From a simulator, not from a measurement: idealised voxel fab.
The name of this process module is voxel local oxidation.
Section cut is 185 nm wide and gridded with 5 nm square cells.
Just so we're on the same page, the cross-sections are grids of square cells, and they're listed out in bands top to bottom, each band one or more rows deep. Per band: top height and bottom height in nm, followed by the left-to-right materials and their widths in nm; "edge to edge" marks a single material spanning edge to edge, "empty" marks empty space. Counting heights begins at 0, where everything beneath is, in the wafer as received, one material. The lowest band has no bottom; it goes on downwards, as "from 0 down" shows. So if you see something like "30..40" for the width, read it as the top row of the band sitting at the first number and the bottom row at the second, with every row in between moving by the same amount as the last. Take "remained unchanged" at face value: in the step it is given for, the cross-section changed in none of its cells. Any empty space of 8 cells or more lacking an open way to the top shows up in "Sealed void inventory" as width x height at distance, distance from the left edge, in nm. If you see something after the settings on a step's line, that's the simulator's own remark about that step. overlay nm: right-of-plan distance of the mask on a masked step; negative values mean left-of-plan.
# Set out below are the planned steps of the process
1. RECEIVE [material Si]
2. CONFORMAL_DEP [material SiO2] [thk nm 5]
3. CONFORMAL_DEP [material SiN] [thk nm 10]
4. MASKED_ETCH [tone cover] [mask id ACTIVE] [width nm 90] [etch materials SiN] [depth nm 10] [overlay nm 0]
5. SELECTIVE_ETCH [etch materials SiO2] [depth nm 5]
6. OXIDIZE [depth nm 10]
7. STRIP [etch materials SiN]
# First of two wafers, processed according to plan
# Wafer at receipt (post step 1), cross-section
* from 0 down: Si edge to edge
* Sealed void inventory: none
# Once step 2 is through, the wafer looks like this in cross-section
* from 5 to 0: SiO2 edge to edge
* Unchanged below 0.
# Once step 3 is through, the wafer looks like this in cross-section
* from 15 to 5: SiN edge to edge
* Unchanged below 5.
# Once step 4 is through, the wafer looks like this in cross-section
* from 15 to 5: empty=45 / SiN=90 / empty=50
* Unchanged below 5.
# Once step 5 is through, the wafer looks like this in cross-section
* from 15 to 5: empty=45 / SiN=90 / empty=50
* from 5 to 0: empty=50 / SiO2=80 / empty=55
* Unchanged below 0.
# Once step 6 is through, the wafer looks like this in cross-section
* from 15 to 5: empty=45 / SiN=90 / empty=50
* from 5 to 0: empty=50 / SiO2=80 / empty=55
* from 0 to -10: SiO2=60 / Si=60 / SiO2=65
* Unchanged below -10.
# Once step 7 is through, the wafer looks like this in cross-section
* from 5 to 0: empty=50 / SiO2=80 / empty=55
* Unchanged below 0.
# Wafer two. Identical start, identical plan. One mistake in execution. Identical history through step 3
# Look at the second wafer in cross-section at the time step 4 ought to have finished
* from 15 to 5: empty=40 / SiN=100 / empty=45
* Unchanged below 5.
# Look at the second wafer in cross-section at the time step 5 ought to have finished
* from 15 to 5: empty=40 / SiN=100 / empty=45
* from 5 to 0: empty=45 / SiO2=90 / empty=50
* Unchanged below 0.
# Look at the second wafer in cross-section at the time step 6 ought to have finished
* from 15 to 5: empty=40 / SiN=100 / empty=45
* from 5 to 0: empty=45 / SiO2=90 / empty=50
* from 0 to -10: SiO2=55 / Si=70 / SiO2=60
* Unchanged below -10.
# Look at the second wafer in cross-section at the time step 7 ought to have finished
* from 5 to 0: empty=45 / SiO2=90 / empty=50
* Unchanged below 0.
what went wrong: for step 4, the planned setting was not used; the step was instead run as MASKED_ETCH [tone cover] [mask id ACTIVE] [width nm 100] [etch materials SiN] [depth nm 10] [overlay nm 0]
Bottom line after processing is that, in cells, the second wafer is up or down on some materials versus the first: +4 Si; -2 SiO2
